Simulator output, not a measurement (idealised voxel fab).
process module | voxel transistor to metal
cross-section cut | 185 nm wide | cells 5 nm
A cross-section is a grid of square cells, given in bands from the top down. A band is one or more rows of cells.
Each band's line starts with the height of the band's top and of its bottom, in nm. Then come its materials from left to right, each with its width in nm. One material with "throughout" fills the band from edge to edge. "air" is empty space.
Height 0 is the level under which the wafer as received is all one material. The lowest band goes on downwards, as in "0 down".
A width such as "30 to 40" changes by the same amount from each row of cells to the next, from the band's top row to its bottom row.
"no change" after a step means that no cell of the cross-section changed.
closed voids: empty space of 8 cells or more with no open way to the top, each as width x height at its distance from the left edge, in nm
after a step's settings: what the simulator itself notes on the step
overlay nm, on a step with a mask: how far to the right of its planned place the mask lay; to the left if negative
plan
1 op RECEIVE | material Si
2 op CONFORMAL_DEP | material SiO2 | thk nm 5
3 op CONFORMAL_DEP | material SiN | thk nm 10
4 op PATTERN | tone cover | mask id ACTIVE | material resist | width nm 115 | thk nm 15 | overlay nm 0
5 op DIRECTIONAL_ETCH | etch materials SiN | depth nm 10
6 op DIRECTIONAL_ETCH | etch materials SiO2 | depth nm 5
7 op DIRECTIONAL_ETCH | etch materials Si | depth nm 20
8 op STRIP | etch materials resist
9 op FILL_DEP | material SiO2 | thk nm 15
10 op CMP | height nm 15
11 op SELECTIVE_ETCH | etch materials SiO2 | depth nm 10
12 op STRIP | etch materials SiN
13 op SELECTIVE_ETCH | etch materials SiO2 | depth nm 5
14 op OXIDIZE | depth nm 5
15 op DIRECTIONAL_DEP | material polySi | thk nm 30
16 op DIRECTIONAL_DEP | material SiCN | thk nm 15
17 op MASKED_ETCH | tone cover | mask id GATE | width nm 25 | etch materials SiCN | depth nm 25 | overlay nm 0
18 op MASKED_ETCH | tone cover | mask id GATE | width nm 25 | etch materials polySi | depth nm 40 | overlay nm 0
19 op CONFORMAL_DEP | material SiO2 | thk nm 5
20 op DIRECTIONAL_ETCH | etch materials SiO2 | depth nm 5
21 op CONFORMAL_DEP | material SiN | thk nm 10
22 op DIRECTIONAL_ETCH | etch materials SiN | depth nm 10
23 op DIRECTIONAL_ETCH | etch materials SiO2 | depth nm 5
24 op DIRECTIONAL_ETCH | etch materials Si | depth nm 15
25 op EPI | material pSi | thk nm 15
26 op FILL_DEP | material SiO2 | thk nm 5
27 op CMP | height nm 30
28 op STRIP | etch materials polySi
29 op SELECTIVE_ETCH | etch materials SiO2 | depth nm 5
30 op CONFORMAL_DEP | material HfO2 | thk nm 5
31 op CONFORMAL_DEP | material TiN | thk nm 5
32 op FILL_DEP | material W | thk nm 5
33 op CMP | height nm 25
34 op DIRECTIONAL_DEP | material SiO2 | thk nm 10
35 op MASKED_ETCH | tone open | mask id CONTACT | width nm 15 | pitch nm 80 | etch materials SiO2 | depth nm 40 | overlay nm 0
36 op CONFORMAL_DEP | material TiN | thk nm 5
37 op FILL_DEP | material Ru | thk nm 10
38 op CMP | height nm 35
39 op CONFORMAL_DEP | material SiCN | thk nm 5
40 op DIRECTIONAL_DEP | material SiO2 | thk nm 15
41 op PATTERN | tone open | mask id METAL_1 | material resist | width nm 15 | pitch nm 80 | thk nm 20 | overlay nm 0
42 op DIRECTIONAL_ETCH | etch materials SiO2 | depth nm 15
43 op DIRECTIONAL_ETCH | etch materials SiCN | depth nm 5
44 op STRIP | etch materials resist
45 op CONFORMAL_DEP | material TiN | thk nm 5
46 op FILL_DEP | material Cu | thk nm 5
47 op CMP | height nm 55
48 op CONFORMAL_DEP | material SiN | thk nm 5
as received, after step 1
  0 down: Si throughout
  closed voids: none
a wafer at the end: this start, this plan, one mistake
  60 to 55: SiN throughout
  55 to 40: SiO2 45 | TiN 5 | Cu 5 | TiN 5 | SiO2 65 | TiN 5 | Cu 5 | TiN 5 | SiO2 45
  40 to 35: SiCN 45 | TiN 15 | SiCN 65 | TiN 15 | SiCN 45
  35 to 30: SiO2 45 | TiN 5 | Ru 5 | TiN 5 | SiO2 65 | TiN 5 | Ru 5 | TiN 5 | SiO2 45
  30 to 25: SiO2 45 | TiN 15 | SiO2 65 | TiN 15 | SiO2 45
  25 to 10: SiO2 35 | pSi 30 | SiN 10 | HfO2 5 | TiN 5 | W 15 | TiN 5 | HfO2 5 | SiN 10 | pSi 30 | SiO2 35
  10 to 5: SiO2 20 | pSi 45 | SiN 10 | HfO2 5 | TiN 5 | W 15 | TiN 5 | HfO2 5 | SiN 10 | pSi 45 | SiO2 20
  5 to 0: SiO2 20 | pSi 45 | SiN 10 | HfO2 5 | TiN 25 | HfO2 5 | SiN 10 | pSi 45 | SiO2 20
  0 to -5: SiO2 20 | pSi 45 | SiO2 10 | HfO2 35 | SiO2 10 | pSi 45 | SiO2 20
  -5 to -20: SiO2 35 | pSi 30 | Si 55 | pSi 30 | SiO2 35
  -20 down: Si throughout
  closed voids: none
what went wrong: step 25 was run twice
